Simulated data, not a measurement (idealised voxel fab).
voxel fin reveal: a process module
Shown is cross-section cut, with a width of 170 nm and square cells of size 5 nm.
Cross-section format: a grid of square cells, given as bands from top to bottom; each band is one or more rows of cells. The band entry comprises the height of the band's top followed by the height of its bottom, expressed in nm, and subsequently the band's materials from left to right, each stated together with its width in nm. Where a single material is marked with the word "edge to edge", that material fills the band from edge to edge. The word "empty" represents empty space. Heads up on the height convention: 0 is the point under which the incoming wafer is all one material, and the lowest band has no bottom, it just keeps going down, like "0 down". Width "30->40": first value at the band's top row of cells, second value at its bottom row, equal change from row to row. "no change" after a step means that no cell of the cross-section changed. "Sealed-off cavities" contains a list of empty spaces, each no smaller than 8 cells and without an open way to the top, written in the form width x height at distance with the distance from the left edge and all three in nm. Whatever follows a step's settings on its line is a remark the simulator itself makes about that step. overlay nm: mask offset rightward from planned place, masked step; negative means leftward offset.
THIS SECTION LISTS THE PROCESS STEPS THAT WERE PLANNED
| 1 | RECEIVE with material Si |
| 2 | CONFORMAL_DEP with material SiN, thk nm 5 |
| 3 | PATTERN with tone cover, mask id FINS, material resist, width nm 15, pitch nm 40, thk nm 20, overlay nm 0 |
| 4 | DIRECTIONAL_ETCH with etch materials SiN, depth nm 5 |
| 5 | DIRECTIONAL_ETCH with etch materials Si, depth nm 35 |
| 6 | STRIP with etch materials resist |
| 7 | FILL_DEP with material SiO2, thk nm 15 |
| 8 | CMP with height nm 5 |
| 9 | SELECTIVE_ETCH with etch materials SiO2, depth nm 20 |
| 10 | STRIP with etch materials SiN |
FIRST OF TWO WAFERS: RUN AS PLANNED
WAFER AS RECEIVED: CROSS-SECTION FOLLOWING STEP 1
  0 down: Si edge to edge
  Sealed-off cavities: none
PRESENTED HERE IS A CROSS-SECTION OF THE WAFER AFTER STEP 2 HAS BEEN PERFORMED
  5 to 0: SiN edge to edge
  Lower than 0, everything is as it was.
PRESENTED HERE IS A CROSS-SECTION OF THE WAFER AFTER STEP 3 HAS BEEN PERFORMED
  25 to 5: empty: 55  resist: 15  empty: 25  resist: 15  empty: 60
  Lower than 5, everything is as it was.
PRESENTED HERE IS A CROSS-SECTION OF THE WAFER AFTER STEP 4 HAS BEEN PERFORMED
  25 to 5: empty: 55  resist: 15  empty: 25  resist: 15  empty: 60
  5 to 0: empty: 55  SiN: 15  empty: 25  SiN: 15  empty: 60
  Lower than 0, everything is as it was.
PRESENTED HERE IS A CROSS-SECTION OF THE WAFER AFTER STEP 5 HAS BEEN PERFORMED
  25 to 5: empty: 55  resist: 15  empty: 25  resist: 15  empty: 60
  5 to 0: empty: 55  SiN: 15  empty: 25  SiN: 15  empty: 60
  0 to -35: empty: 55  Si: 15  empty: 25  Si: 15  empty: 60
  Lower than -35, everything is as it was.
PRESENTED HERE IS A CROSS-SECTION OF THE WAFER AFTER STEP 6 HAS BEEN PERFORMED
  5 to 0: empty: 55  SiN: 15  empty: 25  SiN: 15  empty: 60
  Lower than 0, everything is as it was.
PRESENTED HERE IS A CROSS-SECTION OF THE WAFER AFTER STEP 7 HAS BEEN PERFORMED
  20 to 5: SiO2 edge to edge
  5 to 0: SiO2: 55  SiN: 15  SiO2: 25  SiN: 15  SiO2: 60
  0 to -35: SiO2: 55  Si: 15  SiO2: 25  Si: 15  SiO2: 60
  Lower than -35, everything is as it was.
PRESENTED HERE IS A CROSS-SECTION OF THE WAFER AFTER STEP 8 HAS BEEN PERFORMED
  5 to 0: SiO2: 55  SiN: 15  SiO2: 25  SiN: 15  SiO2: 60
  Lower than 0, everything is as it was.
PRESENTED HERE IS A CROSS-SECTION OF THE WAFER AFTER STEP 9 HAS BEEN PERFORMED
  5 to 0: empty: 55  SiN: 15  empty: 25  SiN: 15  empty: 60
  0 to -15: empty: 55  Si: 15  empty: 25  Si: 15  empty: 60
  Lower than -15, everything is as it was.
PRESENTED HERE IS A CROSS-SECTION OF THE WAFER AFTER STEP 10 HAS BEEN PERFORMED
  0 to -15: empty: 55  Si: 15  empty: 25  Si: 15  empty: 60
  Lower than -15, everything is as it was.
WAFER TWO OF TWO - SAME STARTING POINT, SAME PROCESS PLAN, ONE MISTAKE IN EXECUTION; MATCHES WAFER ONE UP TO AND INCLUDING STEP 7
CROSS-SECTIONAL REPRESENTATION OF THE SECOND WAFER AT THE TIME DESIGNATED IN THE PLAN FOR THE COMPLETION OF STEP 8
  -5 to -35: SiO2: 55  Si: 15  SiO2: 25  Si: 15  SiO2: 60
  Lower than -35, everything is as it was.
CROSS-SECTIONAL REPRESENTATION OF THE SECOND WAFER AT THE TIME DESIGNATED IN THE PLAN FOR THE COMPLETION OF STEP 9
  -5 to -25: empty: 55  Si: 15  empty: 25  Si: 15  empty: 60
  Lower than -25, everything is as it was.
Cross-sectional representation of the second wafer at the time designated in the plan for the completion of step 10: no change
Which mistake was made when the wafer was run? step 8 ran as: CMP with height nm -5
End of process, cell counts, second wafer against first, materials with more or fewer: -6 Si, -56 SiO2
